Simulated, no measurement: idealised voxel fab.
The process module presented herein is designated voxel released beams.
FYI the section here is cut, 245 nm wide, cells are 5 nm squares.
Heads up, the way a cross-section reads in here is a grid of square cells, handed over as bands from the top down, with every band being one or more rows of cells.
Top, bottom (nm), then materials left to right with widths (nm); lone material tagged "throughout" fills the whole band edge to edge; "air" = empty space.
Height datum 0, below which the as-received substrate wafer is one material. Lowest band open at the bottom, running downward: "z 0 and below".
You'd read "30->40" like this: the band's top row of cells is as wide as the first number, its bottom row is as wide as the second, and going down, every row changes width by the same amount as the row before did.
"nothing got changed" -> step changed no cross-section cell.
For the entry "Unvented voids", the listed items are empty spaces with no open way to the top whose size is 8 cells or more; each item follows the pattern width x height at distance, where distance is from the left edge and all three are in nm.
Note: text after step settings on the step line = simulator remark on that step.
You can add "overlay nm" to a step's line. For a step with a mask, it describes how far the mask lay to the right of its planned position, and a negative number describes a lay to the left.
### Steps planned for the process
| 1 | RECEIVE: material Si |
| 2 | CONFORMAL_DEP: material SiN, thk nm 5 |
| 3 | DIRECTIONAL_DEP: material SiO2, thk nm 20 |
| 4 | MASKED_ETCH: tone open, mask id ANCHOR, width nm 25, etch materials SiO2, depth nm 20, overlay nm 0 |
| 5 | CONFORMAL_DEP: material TiN, thk nm 10 |
| 6 | DIRECTIONAL_DEP: material aC, thk nm 15 |
| 7 | PATTERN: tone cover, mask id BEAM, material resist, width nm 100, thk nm 30, overlay nm 0 |
| 8 | DIRECTIONAL_ETCH: etch materials aC, depth nm 15 |
| 9 | STRIP: etch materials resist |
| 10 | DIRECTIONAL_ETCH: etch materials TiN, depth nm 10 |
| 11 | STRIP: etch materials aC |
| 12 | STRIP: etch materials SiO2 |
### Received-state cross-section, reflecting completion of step 1
* z 0 and below = Si throughout
* Unvented voids: none
### The cross-section shown corresponds to the wafer at the conclusion of the module. The initial structure and the process plan are those presented above; however, one mistake occurred in executing the plan
* z 25 to 15 = 70 of air  15 of TiN  5 of air  80 of TiN  75 of air
* z 15 to 5 = 75 of air  25 of TiN  145 of air
* z 5 to 0 = SiN throughout
* z 0 and below = Si throughout
* Unvented voids: none
The plan and the run diverged here: step 3 was not run as planned; what actually ran was DIRECTIONAL_DEP: material SiO2, thk nm 10
